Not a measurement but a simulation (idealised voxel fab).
The process module that follows is named voxel lift off.
Cross-section cut spans 215 nm and uses square cells 5 nm in size.
We lay out every cross-section as a grid of square cells and spell it out in bands from the top down, where one band means one or more rows of cells. Within each band entry, the heights of the top and of the bottom of the band appear first, in that order and in nm; the materials of the band then follow from left to right, each with its corresponding width in nm. The designation "throughout" on a single material indicates that it fills the band from edge to edge; the designation "air" indicates empty space. The reference from which all heights are counted is 0, the level beneath which the as-received wafer is entirely one material; the lowest band, having no lower bound, proceeds downward and is written after the example "0 down". The notation "30->40" denotes a width that varies across the rows of cells in the band, beginning at the first number in the top row, finishing at the second number in the bottom row, and changing by an identical amount from each row to the next. For the purposes of this document, the phrase "left unchanged" attached to a step denotes that no cell within the cross-section was modified by that step. If an empty space has no open way to the top and is at least 8 cells in size, "Closed empty spaces" lists it, written width x height at distance, where distance is measured from the left edge and every value is in nm. Whatever follows a step's settings on its line is a remark the simulator itself makes about that step. "overlay nm", when on a step's line for a step with a mask, measures how far to the right of its planned place the mask lay; a negative measure means to the left.
Planned process steps:
1) RECEIVE [material Si]
2) CONFORMAL_DEP [material Al2O3] [thk nm 5]
3) PATTERN [tone open] [mask id LINES] [material resist] [width nm 15] [pitch nm 45] [thk nm 20] [overlay nm 0]
4) DIRECTIONAL_DEP [material Ru] [thk nm 10]
5) STRIP [etch materials resist]
6) CONFORMAL_DEP [material SiCN] [thk nm 10]
first wafer, as planned:
Here's what the wafer looked like in cross-section when it arrived - that's after step 1:
    0 down = Si throughout
    Closed empty spaces: none
Cross-section of the wafer subsequent to step 2:
    5 to 0 = Al2O3 throughout
    For the remainder of the cross-section, below 0, there is no change.
Cross-section of the wafer subsequent to step 3:
    25 to 5 = resist (55) | air (15) | resist (30) | air (15) | resist (30) | air (15) | resist (55)
    For the remainder of the cross-section, below 5, there is no change.
Cross-section of the wafer subsequent to step 4:
    35 to 25 = Ru (55) | air (15) | Ru (30) | air (15) | Ru (30) | air (15) | Ru (55)
    25 to 15 = resist (55) | air (15) | resist (30) | air (15) | resist (30) | air (15) | resist (55)
    15 to 5 = resist (55) | Ru (15) | resist (30) | Ru (15) | resist (30) | Ru (15) | resist (55)
    For the remainder of the cross-section, below 5, there is no change.
Cross-section of the wafer subsequent to step 5:
    15 to 5 = air (55) | Ru (15) | air (30) | Ru (15) | air (30) | Ru (15) | air (55)
    For the remainder of the cross-section, below 5, there is no change.
Cross-section of the wafer subsequent to step 6:
    25 to 15 = air (45) | SiCN (35) | air (10) | SiCN (35) | air (10) | SiCN (35) | air (45)
    15 to 5 = SiCN (55) | Ru (15) | SiCN (30) | Ru (15) | SiCN (30) | Ru (15) | SiCN (55)
    For the remainder of the cross-section, below 5, there is no change.
The second wafer: identical to the first at the outset and in its planned sequence, differing only in that one mistake was made during processing; up to and including step 2, its path is the first wafer's path:
Second wafer shown in cross-section at the time step 3 was slated to end:
    25 to 5 = resist (45) | air (15) | resist (30) | air (15) | resist (30) | air (15) | resist (65)
    For the remainder of the cross-section, below 5, there is no change.
Second wafer shown in cross-section at the time step 4 was slated to end:
    35 to 25 = Ru (45) | air (15) | Ru (30) | air (15) | Ru (30) | air (15) | Ru (65)
    25 to 15 = resist (45) | air (15) | resist (30) | air (15) | resist (30) | air (15) | resist (65)
    15 to 5 = resist (45) | Ru (15) | resist (30) | Ru (15) | resist (30) | Ru (15) | resist (65)
    For the remainder of the cross-section, below 5, there is no change.
Second wafer shown in cross-section at the time step 5 was slated to end:
    15 to 5 = air (45) | Ru (15) | air (30) | Ru (15) | air (30) | Ru (15) | air (65)
    For the remainder of the cross-section, below 5, there is no change.
Second wafer shown in cross-section at the time step 6 was slated to end:
    25 to 15 = air (35) | SiCN (35) | air (10) | SiCN (35) | air (10) | SiCN (35) | air (55)
    15 to 5 = SiCN (45) | Ru (15) | SiCN (30) | Ru (15) | SiCN (30) | Ru (15) | SiCN (65)
    For the remainder of the cross-section, below 5, there is no change.
What was the processing mistake? heads up, step 3 didn't go per plan, it actually ran as PATTERN [tone open] [mask id LINES] [material resist] [width nm 15] [pitch nm 45] [thk nm 20] [overlay nm -10]
When the process is done, the second wafer contains the same cell count of every material as the first wafer, but distributed over other locations.
